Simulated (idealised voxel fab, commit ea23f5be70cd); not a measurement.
process module | voxel released beams
cross-section cut | 210 nm wide | cells 5 nm
A cross-section is a grid of square cells, given in bands from the top down. A band is one or more rows of cells.
Each band's line starts with the height of the band's top and of its bottom, in nm. Then come its materials from left to right, each with its width in nm. One material with "throughout" fills the band from edge to edge. "air" is empty space.
Height 0 is the level under which the wafer as received is all one material. The lowest band goes on downwards, as in "0 down".
A width such as "30 to 40" changes by the same amount from each row of cells to the next, from the band's top row to its bottom row.
"no change" after a step means that no cell of the cross-section changed.
closed voids: empty space of 8 cells or more with no open way to the top, each as width x height at its distance from the left edge, in nm
after a step's settings: what the simulator itself notes on the step
overlay nm, on a step with a mask: how far to the right of its planned place the mask lay; to the left if negative
plan
1 op RECEIVE | material Si
2 op CONFORMAL_DEP | material SiN | thk nm 10
3 op DIRECTIONAL_DEP | material SiO2 | thk nm 15
4 op DIRECTIONAL_DEP | material aC | thk nm 15
5 op PATTERN | tone open | mask id ANCHOR | material resist | width nm 45 | thk nm 30 | overlay nm 0
6 op DIRECTIONAL_ETCH | etch materials aC | depth nm 15
7 op STRIP | etch materials resist
8 op DIRECTIONAL_ETCH | etch materials SiO2 | depth nm 5
9 op STRIP | etch materials aC
10 op CONFORMAL_DEP | material W | thk nm 15
11 op DIRECTIONAL_DEP | material aC | thk nm 15
12 op PATTERN | tone cover | mask id BEAM | material resist | width nm 120 | thk nm 35 | overlay nm 0
13 op DIRECTIONAL_ETCH | etch materials aC | depth nm 15
14 op STRIP | etch materials resist
15 op DIRECTIONAL_ETCH | etch materials W | depth nm 15
16 op STRIP | etch materials aC
17 op STRIP | etch materials SiO2
varied across the wafers: depth nm of step 8. The plan shows the first wafer's value. All wafers start alike
first wafer as received, after step 1
  0 down: Si throughout
  closed voids: none
each wafer at the end: cells of each material gained (+) or lost (-) since it was received, then its closed voids
depth nm 5 | +84 SiN | closed voids: none
depth nm 10 | +84 SiN | closed voids: none
depth nm 15 | +84 SiN | +90 W | closed voids: none
depth nm 20 | +84 SiN | +90 W | closed voids: none
depth nm 25 | +84 SiN | +90 W | closed voids: none
depth nm 30 | +84 SiN | +90 W | closed voids: none
